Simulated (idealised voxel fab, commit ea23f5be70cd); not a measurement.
process module | voxel ribs on slabs
cross-section cut | 200 nm wide | cells 5 nm
A cross-section is a grid of square cells, given in bands from the top down. A band is one or more rows of cells.
Each band's line starts with the height of the band's top and of its bottom, in nm. Then come its materials from left to right, each with its width in nm. One material with "throughout" fills the band from edge to edge. "air" is empty space.
Height 0 is the level under which the wafer as received is all one material. The lowest band goes on downwards, as in "0 down".
A width such as "30 to 40" changes by the same amount from each row of cells to the next, from the band's top row to its bottom row.
"no change" after a step means that no cell of the cross-section changed.
closed voids: empty space of 8 cells or more with no open way to the top, each as width x height at its distance from the left edge, in nm
after a step's settings: what the simulator itself notes on the step
overlay nm, on a step with a mask: how far to the right of its planned place the mask lay; to the left if negative
plan
1 op RECEIVE | material Si
2 op DIRECTIONAL_DEP | material SiO2 | thk nm 30
3 op DIRECTIONAL_DEP | material SiN | thk nm 15
4 op PATTERN | tone cover | mask id RIB | material resist | width nm 30 | thk nm 20 | overlay nm 0
5 op DIRECTIONAL_ETCH | etch materials SiN | depth nm 5
6 op STRIP | etch materials resist
7 op PATTERN | tone cover | mask id SLAB | material resist | width nm 70 | thk nm 20 | overlay nm 0
8 op DIRECTIONAL_ETCH | etch materials SiN | depth nm 10
9 op STRIP | etch materials resist
10 op FILL_DEP | material SiO2 | thk nm 25
11 op CMP | height nm 60
12 op DIRECTIONAL_DEP | material TiN | thk nm 5
13 op PATTERN | tone cover | mask id HEATER | material resist | width nm 40 | thk nm 15 | overlay nm 0
14 op DIRECTIONAL_ETCH | etch materials TiN | depth nm 5
15 op STRIP | etch materials resist
16 op CONFORMAL_DEP | material SiO2 | thk nm 10
first wafer, as planned
as received, after step 1
  0 down: Si throughout
  closed voids: none
after step 2
  30 to 0: SiO2 throughout
  below 0: unchanged
after step 3
  45 to 30: SiN throughout
  below 30: unchanged
after step 4
  65 to 45: air 85 | resist 30 | air 85
  below 45: unchanged
after step 5
  65 to 45: air 85 | resist 30 | air 85
  45 to 40: air 85 | SiN 30 | air 85
  below 40: unchanged
after step 6
  45 to 40: air 85 | SiN 30 | air 85
  below 40: unchanged
after step 7
  65 to 45: air 65 | resist 70 | air 65
  45 to 40: air 65 | resist 20 | SiN 30 | resist 20 | air 65
  below 40: unchanged
after step 8
  65 to 45: air 65 | resist 70 | air 65
  45 to 40: air 65 | resist 20 | SiN 30 | resist 20 | air 65
  40 to 30: air 65 | SiN 70 | air 65
  below 30: unchanged
after step 9
  45 to 40: air 85 | SiN 30 | air 85
  below 40: unchanged
after step 10
  70 to 45: SiO2 throughout
  45 to 40: SiO2 85 | SiN 30 | SiO2 85
  40 to 30: SiO2 65 | SiN 70 | SiO2 65
  below 30: unchanged
after step 11
  60 to 45: SiO2 throughout
  below 45: unchanged
after step 12
  65 to 60: TiN throughout
  below 60: unchanged
after step 13
  80 to 65: air 80 | resist 40 | air 80
  below 65: unchanged
after step 14
  80 to 65: air 80 | resist 40 | air 80
  65 to 60: air 80 | TiN 40 | air 80
  below 60: unchanged
after step 15
  65 to 60: air 80 | TiN 40 | air 80
  below 60: unchanged
after step 16
  75 to 70: air 70 | SiO2 60 | air 70
  70 to 65: SiO2 throughout
  65 to 60: SiO2 80 | TiN 40 | SiO2 80
  below 60: unchanged
second wafer: like start, like plan, one mistake. Through step 2 it matches the first wafer
when step 3 should have ended
  55 to 30: SiN throughout
  below 30: unchanged
when step 4 should have ended
  75 to 55: air 85 | resist 30 | air 85
  below 55: unchanged
when step 5 should have ended
  75 to 55: air 85 | resist 30 | air 85
  55 to 50: air 85 | SiN 30 | air 85
  below 50: unchanged
when step 6 should have ended
  55 to 50: air 85 | SiN 30 | air 85
  below 50: unchanged
when step 7 should have ended
  75 to 55: air 65 | resist 70 | air 65
  55 to 50: air 65 | resist 20 | SiN 30 | resist 20 | air 65
  below 50: unchanged
when step 8 should have ended
  75 to 55: air 65 | resist 70 | air 65
  55 to 50: air 65 | resist 20 | SiN 30 | resist 20 | air 65
  50 to 40: air 65 | SiN 70 | air 65
  below 40: unchanged
when step 9 should have ended
  55 to 50: air 85 | SiN 30 | air 85
  below 50: unchanged
when step 10 should have ended
  80 to 55: SiO2 throughout
  55 to 50: SiO2 85 | SiN 30 | SiO2 85
  50 to 40: SiO2 65 | SiN 70 | SiO2 65
  below 40: unchanged
when step 11 should have ended
  60 to 55: SiO2 throughout
  below 55: unchanged
when step 12 should have ended
  65 to 60: TiN throughout
  below 60: unchanged
when step 13 should have ended
  80 to 65: air 80 | resist 40 | air 80
  below 65: unchanged
when step 14 should have ended
  80 to 65: air 80 | resist 40 | air 80
  65 to 60: air 80 | TiN 40 | air 80
  below 60: unchanged
when step 15 should have ended
  65 to 60: air 80 | TiN 40 | air 80
  below 60: unchanged
when step 16 should have ended
  75 to 70: air 70 | SiO2 60 | air 70
  70 to 65: SiO2 throughout
  65 to 60: SiO2 80 | TiN 40 | SiO2 80
  below 60: unchanged
what went wrong: step 3 ran as: op DIRECTIONAL_DEP | material SiN | thk nm 25
at the end the second wafer has, in cells: 80 more of SiN | 80 fewer of SiO2
